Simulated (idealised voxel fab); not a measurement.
Process module in this document: voxel transistor to metal
Cross-sectional view cut (width: 280 nm; square cell size: 5 nm).
Cross-section, as written here: a square-cell grid given band by band from the top down, where a band holds one or more rows of cells.
Band: top height; bottom height; in nm. Then, left to right: material with width in nm, for each material. "full width": a single material spanning edge to edge. "air": empty space.
It should be noted that heights are counted from 0, beneath which the wafer as supplied is of one material throughout, and that the lowest band possesses no lower boundary but continues downward, as written in "z 0 and below".
You'd read "30..40" like this: the band's top row of cells is as wide as the first number, its bottom row is as wide as the second, and going down, every row changes width by the same amount as the row before did.
"stayed the same", as given for a step, is the statement that not any cell of the cross-section underwent a change during that step.
Heads up: "Fully sealed cavities" only lists the empty pockets with no open path to the top that are 8 cells or more, and it writes them as width x height at distance, distance from the left edge, in nm.
Past the settings on a step's line: simulator remark, on that step.
overlay nm: on a step with a mask, how far right of its planned place the mask lay; negative means left.

Steps planned for the process:
- 1: RECEIVE | material Si
- 2: OXIDIZE | depth nm 5
- 3: CONFORMAL_DEP | material SiN | thk nm 10
- 4: MASKED_ETCH | tone cover | mask id ACTIVE | width nm 110 | pitch nm 140 | etch materials SiN | depth nm 10 | overlay nm 0
- 5: MASKED_ETCH | tone cover | mask id ACTIVE | width nm 110 | pitch nm 140 | etch materials SiO2 | depth nm 5 | overlay nm 0
- 6: MASKED_ETCH | tone cover | mask id ACTIVE | width nm 110 | pitch nm 140 | etch materials Si | depth nm 25 | overlay nm 0
- 7: FILL_DEP | material SiO2 | thk nm 15
- 8: CMP | height nm 10
- 9: SELECTIVE_ETCH | etch materials SiO2 | depth nm 5
- 10: STRIP | etch materials SiN
- 11: SELECTIVE_ETCH | etch materials SiO2 | depth nm 5
- 12: OXIDIZE | depth nm 5
- 13: DIRECTIONAL_DEP | material polySi | thk nm 20
- 14: DIRECTIONAL_DEP | material SiCN | thk nm 15
- 15: DIRECTIONAL_DEP | material aC | thk nm 10
- 16: PATTERN | tone cover | mask id GATE | material resist | width nm 30 | pitch nm 140 | thk nm 30 | overlay nm 0
- 17: DIRECTIONAL_ETCH | etch materials aC | depth nm 10
- 18: STRIP | etch materials resist
- 19: DIRECTIONAL_ETCH | etch materials SiCN | depth nm 25
- 20: DIRECTIONAL_ETCH | etch materials polySi | depth nm 30
- 21: STRIP | etch materials aC
- 22: CONFORMAL_DEP | material SiN | thk nm 10
- 23: DIRECTIONAL_ETCH | etch materials SiN | depth nm 10
- 24: DIRECTIONAL_ETCH | etch materials SiO2 | depth nm 5
- 25: DIRECTIONAL_ETCH | etch materials Si | depth nm 5
- 26: EPI | material pSi | thk nm 5
- 27: FILL_DEP | material SiO2 | thk nm 5
- 28: CMP | height nm 15
- 29: STRIP | etch materials polySi
- 30: SELECTIVE_ETCH | etch materials SiO2 | depth nm 5
- 31: CONFORMAL_DEP | material HfO2 | thk nm 5
- 32: CONFORMAL_DEP | material TiN | thk nm 5
- 33: FILL_DEP | material W | thk nm 5
- 34: CMP | height nm 10
- 35: DIRECTIONAL_DEP | material SiO2 | thk nm 15
- 36: DIRECTIONAL_DEP | material aC | thk nm 10
- 37: PATTERN | tone open | mask id CONTACT | material resist | width nm 20 | thk nm 25 | overlay nm 0
- 38: DIRECTIONAL_ETCH | etch materials aC | depth nm 10
- 39: STRIP | etch materials resist
- 40: DIRECTIONAL_ETCH | etch materials SiO2 | depth nm 35
- 41: STRIP | etch materials aC
- 42: CONFORMAL_DEP | material TiN | thk nm 5
- 43: FILL_DEP | material W | thk nm 10
- 44: CMP | height nm 25
- 45: CONFORMAL_DEP | material SiN | thk nm 5
- 46: DIRECTIONAL_DEP | material SiO2 | thk nm 20
- 47: DIRECTIONAL_DEP | material aC | thk nm 15
- 48: PATTERN | tone open | mask id METAL_1 | material resist | width nm 20 | thk nm 35 | overlay nm 0
- 49: DIRECTIONAL_ETCH | etch materials aC | depth nm 15
- 50: STRIP | etch materials resist
- 51: DIRECTIONAL_ETCH | etch materials SiO2 | depth nm 20
- 52: DIRECTIONAL_ETCH | etch materials SiN | depth nm 5
- 53: STRIP | etch materials aC
- 54: CONFORMAL_DEP | material TiN | thk nm 5
- 55: FILL_DEP | material Cu | thk nm 5
- 56: CMP | height nm 50
- 57: EPI | material Ru | thk nm 5
- 58: FILL_DEP | material SiCN | thk nm 5
- 59: DIRECTIONAL_DEP | material lowk | thk nm 30
- 60: MASKED_ETCH | tone open | mask id METAL_2_HOLES | width nm 15 | pitch nm 140 | etch materials lowk | depth nm 30 | overlay nm 0
- 61: PATTERN | tone open | mask id METAL_2 | material resist | width nm 20 | pitch nm 140 | thk nm 15 | overlay nm 0
- 62: DIRECTIONAL_ETCH | etch materials lowk | depth nm 15
- 63: DIRECTIONAL_ETCH | etch materials SiCN | depth nm 5
- 64: STRIP | etch materials resist
- 65: CONFORMAL_DEP | material TiN | thk nm 5
- 66: FILL_DEP | material Cu | thk nm 5
- 67: CMP | height nm 90
- 68: CONFORMAL_DEP | material SiCN | thk nm 5

Cross-section: wafer on arrival = after step 1:
> z 0 and below | Si full width
> Fully sealed cavities: none

The cross-section shown corresponds to the wafer at the conclusion of the module. The initial structure and the process plan are those presented above; however, one mistake occurred in executing the plan:
> z 95 to 90 | SiCN full width
> z 90 to 80 | 20 nm lowk, then 5 nm TiN, then 10 nm Cu, then 5 nm TiN, then 120 nm lowk, then 5 nm TiN, then 10 nm Cu, then 5 nm TiN, then 100 nm lowk
> z 80 to 75 | 20 nm lowk, then 5 nm TiN, then 5 nm Cu, then 10 nm TiN, then 120 nm lowk, then 5 nm TiN, then 5 nm Cu, then 10 nm TiN, then 100 nm lowk
> z 75 to 65 | 20 nm lowk, then 5 nm TiN, then 5 nm Cu, then 5 nm TiN, then 125 nm lowk, then 5 nm TiN, then 5 nm Cu, then 5 nm TiN, then 105 nm lowk
> z 65 to 60 | 20 nm lowk, then 15 nm TiN, then 125 nm lowk, then 15 nm TiN, then 105 nm lowk
> z 60 to 55 | 25 nm SiCN, then 10 nm TiN, then 130 nm SiCN, then 10 nm TiN, then 105 nm SiCN
> z 55 to 50 | 15 nm SiCN, then 30 nm Ru, then 50 nm SiCN, then 30 nm Ru, then 30 nm SiCN, then 30 nm Ru, then 50 nm SiCN, then 30 nm Ru, then 15 nm SiCN
> z 50 to 30 | 20 nm SiO2, then 5 nm TiN, then 10 nm Cu, then 5 nm TiN, then 60 nm SiO2, then 5 nm TiN, then 10 nm Cu, then 5 nm TiN, then 40 nm SiO2, then 5 nm TiN, then 10 nm Cu, then 5 nm TiN, then 60 nm SiO2, then 5 nm TiN, then 10 nm Cu, then 5 nm TiN, then 20 nm SiO2
> z 30 to 25 | 20 nm SiN, then 20 nm TiN, then 60 nm SiN, then 20 nm TiN, then 40 nm SiN, then 20 nm TiN, then 60 nm SiN, then 20 nm TiN, then 20 nm SiN
> z 25 to 10 | 20 nm SiO2, then 5 nm TiN, then 10 nm W, then 5 nm TiN, then 60 nm SiO2, then 5 nm TiN, then 10 nm W, then 5 nm TiN, then 40 nm SiO2, then 5 nm TiN, then 10 nm W, then 5 nm TiN, then 60 nm SiO2, then 5 nm TiN, then 10 nm W, then 5 nm TiN, then 20 nm SiO2
> z 10 to 0 | 20 nm SiO2, then 5 nm TiN, then 10 nm W, then 5 nm TiN, then 5 nm SiO2, then 10 nm SiN, then 5 nm HfO2, then 5 nm TiN, then 10 nm W, then 5 nm TiN, then 5 nm HfO2, then 10 nm SiN, then 5 nm SiO2, then 5 nm TiN, then 10 nm W, then 5 nm TiN, then 40 nm SiO2, then 5 nm TiN, then 10 nm W, then 5 nm TiN, then 5 nm SiO2, then 10 nm SiN, then 5 nm HfO2, then 5 nm TiN, then 10 nm W, then 5 nm TiN, then 5 nm HfO2, then 10 nm SiN, then 5 nm SiO2, then 5 nm TiN, then 10 nm W, then 5 nm TiN, then 20 nm SiO2
> z 0 to -5 | 10 nm SiO2, then 10 nm SiN, then 10 nm TiN, then 5 nm W, then 5 nm TiN, then 5 nm SiO2, then 10 nm SiN, then 5 nm HfO2, then 20 nm TiN, then 5 nm HfO2, then 10 nm SiN, then 5 nm SiO2, then 5 nm TiN, then 5 nm W, then 10 nm TiN, then 10 nm SiN, then 20 nm SiO2, then 10 nm SiN, then 10 nm TiN, then 5 nm W, then 5 nm TiN, then 5 nm SiO2, then 10 nm SiN, then 5 nm HfO2, then 20 nm TiN, then 5 nm HfO2, then 10 nm SiN, then 5 nm SiO2, then 5 nm TiN, then 5 nm W, then 10 nm TiN, then 10 nm SiN, then 10 nm SiO2
> z -5 to -10 | 20 nm SiO2, then 5 nm pSi, then 15 nm TiN, then 5 nm pSi, then 5 nm SiO2, then 40 nm HfO2, then 5 nm SiO2, then 5 nm pSi, then 15 nm TiN, then 5 nm pSi, then 40 nm SiO2, then 5 nm pSi, then 15 nm TiN, then 5 nm pSi, then 5 nm SiO2, then 40 nm HfO2, then 5 nm SiO2, then 5 nm pSi, then 15 nm TiN, then 5 nm pSi, then 20 nm SiO2
> z -10 to -15 | 15 nm SiO2, then 5 nm Si, then 25 nm pSi, then 50 nm Si, then 25 nm pSi, then 5 nm Si, then 30 nm SiO2, then 5 nm Si, then 25 nm pSi, then 50 nm Si, then 25 nm pSi, then 5 nm Si, then 15 nm SiO2
> z -15 to -30 | 15 nm SiO2, then 110 nm Si, then 30 nm SiO2, then 110 nm Si, then 15 nm SiO2
> z -30 and below | Si full width
> Fully sealed cavities: none
Which mistake was made when the wafer was run? planned and actual differ for step 61; actual: PATTERN | tone open | mask id METAL_2 | material resist | width nm 15 | pitch nm 140 | thk nm 15 | overlay nm 0
